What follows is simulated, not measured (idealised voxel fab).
Process module under the name voxel gate over fins
Section shown: cut. Width: 220 nm. Cell size: 5 nm, square.
We lay out every cross-section as a grid of square cells and spell it out in bands from the top down, where one band means one or more rows of cells. Top height, bottom height, nm. Materials left to right, width each, nm. Single material + "full width" = fills band edge to edge. "air" = empty. Heights are reckoned from 0. Under this level, the received wafer is all of one material. The bottommost band is open-ended downward, for example "0 and below". A width such as "30->40" changes by the same amount from each row of cells to the next, from the band's top row to its bottom row. Reading "no alteration" for a step: not a cell of the cross-section changed in it. In "Closed void listing" the enclosed voids are listed, meaning empty spaces of 8 cells or larger without any opening to the top. The form is width x height at distance, distance from the left edge, units nm. Whatever follows a step's settings on its line is a remark the simulator itself makes about that step. Among the settings permitted on a step's line is "overlay nm"; applied to a step with a mask, it specifies the extent to which the mask lay to the right of its planned position, whereas a negative figure signifies a position to the left.

# Intended process steps
1 RECEIVE: material Si
2 CONFORMAL_DEP: material SiN, thk nm 5
3 MASKED_ETCH: tone cover, mask id FINS, width nm 15, pitch nm 50, etch materials SiN, depth nm 5, overlay nm 0
4 MASKED_ETCH: tone cover, mask id FINS, width nm 15, pitch nm 50, etch materials Si, depth nm 40, overlay nm 0
5 FILL_DEP: material SiO2, thk nm 5
6 CMP: height nm 5
7 PATTERN: tone open, mask id RAIL, material resist, width nm 15, thk nm 15, overlay nm 0
8 DIRECTIONAL_ETCH: etch materials SiO2, depth nm 40
9 STRIP: etch materials resist
10 CONFORMAL_DEP: material TiN, thk nm 5
11 FILL_DEP: material Ru, thk nm 10
12 CMP: height nm 5
13 SELECTIVE_ETCH: etch materials W Ru TiN, depth nm 30
14 FILL_DEP: material SiO2, thk nm 5
15 CMP: height nm 5
16 SELECTIVE_ETCH: etch materials SiO2, depth nm 20
17 STRIP: etch materials SiN
18 CONFORMAL_DEP: material HfO2, thk nm 5
19 CONFORMAL_DEP: material TiN, thk nm 5
20 CONFORMAL_DEP: material TiAl, thk nm 5
21 CONFORMAL_DEP: material TiN, thk nm 5
22 FILL_DEP: material W, thk nm 15
23 CMP: height nm 30
24 CONFORMAL_DEP: material SiN, thk nm 5

# The first of a set of two wafers, run to plan

# Cross-section of the wafer as it came to us, i.e., already through step 1
- 0 and below = Si full width
- Closed void listing: none

# After step 2, in cross-section
- 5 down to 0 = SiN full width
- Whatever lies below 0 is exactly as it was before.

# After step 3, in cross-section
- 5 down to 0 = air=50 / SiN=15 / air=35 / SiN=15 / air=35 / SiN=15 / air=55
- Whatever lies below 0 is exactly as it was before.

# After step 4, in cross-section
- 5 down to 0 = air=50 / SiN=15 / air=35 / SiN=15 / air=35 / SiN=15 / air=55
- 0 down to -40 = air=50 / Si=15 / air=35 / Si=15 / air=35 / Si=15 / air=55
- Whatever lies below -40 is exactly as it was before.

# After step 5, in cross-section
- 10 down to 5 = SiO2 full width
- 5 down to 0 = SiO2=50 / SiN=15 / SiO2=35 / SiN=15 / SiO2=35 / SiN=15 / SiO2=55
- 0 down to -40 = SiO2=50 / Si=15 / SiO2=35 / Si=15 / SiO2=35 / Si=15 / SiO2=55
- Whatever lies below -40 is exactly as it was before.

# After step 6, in cross-section
- 5 down to 0 = SiO2=50 / SiN=15 / SiO2=35 / SiN=15 / SiO2=35 / SiN=15 / SiO2=55
- Whatever lies below 0 is exactly as it was before.

# After step 7, in cross-section
- 20 down to 5 = resist=75 / air=15 / resist=130
- Whatever lies below 5 is exactly as it was before.

# After step 8, in cross-section
- 20 down to 5 = resist=75 / air=15 / resist=130
- 5 down to 0 = SiO2=50 / SiN=15 / SiO2=10 / air=15 / SiO2=10 / SiN=15 / SiO2=35 / SiN=15 / SiO2=55
- 0 down to -35 = SiO2=50 / Si=15 / SiO2=10 / air=15 / SiO2=10 / Si=15 / SiO2=35 / Si=15 / SiO2=55
- Whatever lies below -35 is exactly as it was before.

# After step 9, in cross-section
- 5 down to 0 = SiO2=50 / SiN=15 / SiO2=10 / air=15 / SiO2=10 / SiN=15 / SiO2=35 / SiN=15 / SiO2=55
- Whatever lies below 0 is exactly as it was before.

# After step 10, in cross-section
- 10 down to 5 = TiN=80 / air=5 / TiN=135
- 5 down to 0 = SiO2=50 / SiN=15 / SiO2=10 / TiN=5 / air=5 / TiN=5 / SiO2=10 / SiN=15 / SiO2=35 / SiN=15 / SiO2=55
- 0 down to -30 = SiO2=50 / Si=15 / SiO2=10 / TiN=5 / air=5 / TiN=5 / SiO2=10 / Si=15 / SiO2=35 / Si=15 / SiO2=55
- -30 down to -35 = SiO2=50 / Si=15 / SiO2=10 / TiN=15 / SiO2=10 / Si=15 / SiO2=35 / Si=15 / SiO2=55
- Whatever lies below -35 is exactly as it was before.

# After step 11, in cross-section
- 20 down to 10 = Ru full width
- 10 down to 5 = TiN=80 / Ru=5 / TiN=135
- 5 down to 0 = SiO2=50 / SiN=15 / SiO2=10 / TiN=5 / Ru=5 / TiN=5 / SiO2=10 / SiN=15 / SiO2=35 / SiN=15 / SiO2=55
- 0 down to -30 = SiO2=50 / Si=15 / SiO2=10 / TiN=5 / Ru=5 / TiN=5 / SiO2=10 / Si=15 / SiO2=35 / Si=15 / SiO2=55
- Whatever lies below -30 is exactly as it was before.

# After step 12, in cross-section
- 5 down to 0 = SiO2=50 / SiN=15 / SiO2=10 / TiN=5 / Ru=5 / TiN=5 / SiO2=10 / SiN=15 / SiO2=35 / SiN=15 / SiO2=55
- Whatever lies below 0 is exactly as it was before.

# After step 13, in cross-section
- 5 down to 0 = SiO2=50 / SiN=15 / SiO2=10 / air=15 / SiO2=10 / SiN=15 / SiO2=35 / SiN=15 / SiO2=55
- 0 down to -25 = SiO2=50 / Si=15 / SiO2=10 / air=15 / SiO2=10 / Si=15 / SiO2=35 / Si=15 / SiO2=55
- Whatever lies below -25 is exactly as it was before.

# After step 14, in cross-section
- 10 down to 5 = SiO2 full width
- 5 down to 0 = SiO2=50 / SiN=15 / SiO2=35 / SiN=15 / SiO2=35 / SiN=15 / SiO2=55
- 0 down to -25 = SiO2=50 / Si=15 / SiO2=35 / Si=15 / SiO2=35 / Si=15 / SiO2=55
- Whatever lies below -25 is exactly as it was before.

# After step 15, in cross-section
- 5 down to 0 = SiO2=50 / SiN=15 / SiO2=35 / SiN=15 / SiO2=35 / SiN=15 / SiO2=55
- Whatever lies below 0 is exactly as it was before.

# After step 16, in cross-section
- 5 down to 0 = air=50 / SiN=15 / air=35 / SiN=15 / air=35 / SiN=15 / air=55
- 0 down to -15 = air=50 / Si=15 / air=35 / Si=15 / air=35 / Si=15 / air=55
- Whatever lies below -15 is exactly as it was before.

# After step 17, in cross-section
- 0 down to -15 = air=50 / Si=15 / air=35 / Si=15 / air=35 / Si=15 / air=55
- Whatever lies below -15 is exactly as it was before.

# After step 18, in cross-section
- 5 down to 0 = air=45 / HfO2=25 / air=25 / HfO2=25 / air=25 / HfO2=25 / air=50
- 0 down to -10 = air=45 / HfO2=5 / Si=15 / HfO2=5 / air=25 / HfO2=5 / Si=15 / HfO2=5 / air=25 / HfO2=5 / Si=15 / HfO2=5 / air=50
- -10 down to -15 = HfO2=50 / Si=15 / HfO2=35 / Si=15 / HfO2=35 / Si=15 / HfO2=55
- Whatever lies below -15 is exactly as it was before.

# After step 19, in cross-section
- 10 down to 5 = air=40 / TiN=35 / air=15 / TiN=35 / air=15 / TiN=35 / air=45
- 5 down to 0 = air=40 / TiN=5 / HfO2=25 / TiN=5 / air=15 / TiN=5 / HfO2=25 / TiN=5 / air=15 / TiN=5 / HfO2=25 / TiN=5 / air=45
- 0 down to -5 = air=40 / TiN=5 / HfO2=5 / Si=15 / HfO2=5 / TiN=5 / air=15 / TiN=5 / HfO2=5 / Si=15 / HfO2=5 / TiN=5 / air=15 / TiN=5 / HfO2=5 / Si=15 / HfO2=5 / TiN=5 / air=45
- -5 down to -10 = TiN=45 / HfO2=5 / Si=15 / HfO2=5 / TiN=25 / HfO2=5 / Si=15 / HfO2=5 / TiN=25 / HfO2=5 / Si=15 / HfO2=5 / TiN=50
- Whatever lies below -10 is exactly as it was before.

# After step 20, in cross-section
- 15 down to 10 = air=35 / TiAl=45 / air=5 / TiAl=45 / air=5 / TiAl=45 / air=40
- 10 down to 5 = air=35 / TiAl=5 / TiN=35 / TiAl=5 / air=5 / TiAl=5 / TiN=35 / TiAl=5 / air=5 / TiAl=5 / TiN=35 / TiAl=5 / air=40
- 5 down to 0 = air=35 / TiAl=5 / TiN=5 / HfO2=25 / TiN=5 / TiAl=5 / air=5 / TiAl=5 / TiN=5 / HfO2=25 / TiN=5 / TiAl=5 / air=5 / TiAl=5 / TiN=5 / HfO2=25 / TiN=5 / TiAl=5 / air=40
- 0 down to -5 = TiAl=40 / TiN=5 / HfO2=5 / Si=15 / HfO2=5 / TiN=5 / TiAl=15 / TiN=5 / HfO2=5 / Si=15 / HfO2=5 / TiN=5 / TiAl=15 / TiN=5 / HfO2=5 / Si=15 / HfO2=5 / TiN=5 / TiAl=45
- Whatever lies below -5 is exactly as it was before.

# After step 21, in cross-section
- 20 down to 15 = air=30 / TiN=155 / air=35
- 15 down to 10 = air=30 / TiN=5 / TiAl=45 / TiN=5 / TiAl=45 / TiN=5 / TiAl=45 / TiN=5 / air=35
- 10 down to 5 = air=30 / TiN=5 / TiAl=5 / TiN=35 / TiAl=5 / TiN=5 / TiAl=5 / TiN=35 / TiAl=5 / TiN=5 / TiAl=5 / TiN=35 / TiAl=5 / TiN=5 / air=35
- 5 down to 0 = TiN=35 / TiAl=5 / TiN=5 / HfO2=25 / TiN=5 / TiAl=5 / TiN=5 / TiAl=5 / TiN=5 / HfO2=25 / TiN=5 / TiAl=5 / TiN=5 / TiAl=5 / TiN=5 / HfO2=25 / TiN=5 / TiAl=5 / TiN=40
- Whatever lies below 0 is exactly as it was before.

# After step 22, in cross-section
- 35 down to 20 = W full width
- 20 down to 15 = W=30 / TiN=155 / W=35
- 15 down to 10 = W=30 / TiN=5 / TiAl=45 / TiN=5 / TiAl=45 / TiN=5 / TiAl=45 / TiN=5 / W=35
- 10 down to 5 = W=30 / TiN=5 / TiAl=5 / TiN=35 / TiAl=5 / TiN=5 / TiAl=5 / TiN=35 / TiAl=5 / TiN=5 / TiAl=5 / TiN=35 / TiAl=5 / TiN=5 / W=35
- Whatever lies below 5 is exactly as it was before.

# After step 23, in cross-section
- 30 down to 20 = W full width
- Whatever lies below 20 is exactly as it was before.

# After step 24, in cross-section
- 35 down to 30 = SiN full width
- Whatever lies below 30 is exactly as it was before.

# Okay, second wafer. Nothing different at the start, nothing different in the plan, just one mistake somewhere in the running. As far as step 19, counting that step, it's the first wafer all over again

# Second wafer, cut view, end of step 20 per plan
- 15 down to 5 = air=35 / TiN=45 / air=5 / TiN=45 / air=5 / TiN=45 / air=40
- 5 down to 0 = air=35 / TiN=10 / HfO2=25 / TiN=10 / air=5 / TiN=10 / HfO2=25 / TiN=10 / air=5 / TiN=10 / HfO2=25 / TiN=10 / air=40
- 0 down to -10 = TiN=45 / HfO2=5 / Si=15 / HfO2=5 / TiN=25 / HfO2=5 / Si=15 / HfO2=5 / TiN=25 / HfO2=5 / Si=15 / HfO2=5 / TiN=50
- Whatever lies below -10 is exactly as it was before.

# Second wafer, cut view, end of step 21 per plan
- 20 down to 15 = air=30 / TiAl=155 / air=35
- 15 down to 5 = air=30 / TiAl=5 / TiN=45 / TiAl=5 / TiN=45 / TiAl=5 / TiN=45 / TiAl=5 / air=35
- 5 down to 0 = TiAl=35 / TiN=10 / HfO2=25 / TiN=10 / TiAl=5 / TiN=10 / HfO2=25 / TiN=10 / TiAl=5 / TiN=10 / HfO2=25 / TiN=10 / TiAl=40
- Whatever lies below 0 is exactly as it was before.

# Second wafer, cut view, end of step 22 per plan
- 35 down to 20 = W full width
- 20 down to 15 = W=30 / TiAl=155 / W=35
- 15 down to 5 = W=30 / TiAl=5 / TiN=45 / TiAl=5 / TiN=45 / TiAl=5 / TiN=45 / TiAl=5 / W=35
- Whatever lies below 5 is exactly as it was before.

# Second wafer, cut view, end of step 23 per plan
- 30 down to 20 = W full width
- Whatever lies below 20 is exactly as it was before.

# Second wafer, cut view, end of step 24 per plan
- 35 down to 30 = SiN full width
- Whatever lies below 30 is exactly as it was before.
In executing the process, a mistake was made relative to the plan: it was found that steps 20 and 21 of the process plan had been performed in exchanged positions
Looking at both finished wafers in cells, the second ends up ahead of or behind the first on some materials: TiAl -6; TiN +6
